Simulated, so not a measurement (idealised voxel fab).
Process module name: voxel ribs on slabs
The cross-section on display is named cut; it measures 245 nm wide, and its cells are 5 nm squares.
Heads up, the way a cross-section reads in here is a grid of square cells, handed over as bands from the top down, with every band being one or more rows of cells. In this notation a band is specified by the heights of its top and bottom, in that order and in nm, after which its materials appear from left to right, each paired with its width in nm. The word "everywhere" attached to a single material means that material fills the band from edge to edge; the word "blank" stands for empty space. Counting heights begins at 0, where everything beneath is, in the wafer as received, one material. The lowest band has no bottom; it goes on downwards, as "z 0 and below" shows. Per-row width for "30..40": begins at first number (top row of band), ends at second number (bottom row), increment between rows held constant. "nothing different" -> step changed no cross-section cell. "Fully enclosed voids" enumerates empty spaces isolated from the top, with no open way to it, that contain at least 8 cells, giving each as width x height at distance from the left edge, all three in nm. The remark found on a step's line after its settings is issued by the simulator itself and pertains to that step. overlay nm, on a step with a mask: how far to the right of its planned place the mask lay; to the left if negative.
Listed below are the process steps as planned:
1,RECEIVE (material Si)
2,DIRECTIONAL_DEP (material SiO2; thk nm 25)
3,DIRECTIONAL_DEP (material SiN; thk nm 25)
4,DIRECTIONAL_DEP (material aC; thk nm 15)
5,PATTERN (tone cover; mask id RIB; material resist; width nm 15; thk nm 30; overlay nm 0)
6,DIRECTIONAL_ETCH (etch materials aC; depth nm 15)
7,STRIP (etch materials resist)
8,DIRECTIONAL_ETCH (etch materials SiN; depth nm 5)
9,STRIP (etch materials aC)
10,MASKED_ETCH (tone cover; mask id SLAB; width nm 45; etch materials SiN; depth nm 20; overlay nm 0)
11,FILL_DEP (material SiO2; thk nm 20)
12,CMP (height nm 65)
13,DIRECTIONAL_DEP (material TiN; thk nm 10)
14,PATTERN (tone cover; mask id HEATER; material resist; width nm 25; thk nm 15; overlay nm 0)
15,DIRECTIONAL_ETCH (etch materials TiN; depth nm 10)
16,STRIP (etch materials resist)
17,CONFORMAL_DEP (material SiN; thk nm 10)
Quick note for whoever runs this: the wafers start identical, but the width nm at step 10 isn't the same across them. The plan just shows what the first wafer had.
Sectional view: first of several wafers, as received, after step 1:
	z 0 and below | Si everywhere
	Fully enclosed voids: none
The table below has one row for each wafer; a row shows, as of the end of the module, how many cells of each material the wafer has gained, marked (+), or lost, marked (-), since it was received, and then the wafer's closed voids:
width nm 45 | +145 SiN | +598 SiO2 | +10 TiN | Fully enclosed voids: none
width nm 50 | +149 SiN | +594 SiO2 | +10 TiN | Fully enclosed voids: none
width nm 55 | +153 SiN | +590 SiO2 | +10 TiN | Fully enclosed voids: none
width nm 60 | +157 SiN | +586 SiO2 | +10 TiN | Fully enclosed voids: none
width nm 65 | +161 SiN | +582 SiO2 | +10 TiN | Fully enclosed voids: none
width nm 70 | +165 SiN | +578 SiO2 | +10 TiN | Fully enclosed voids: none
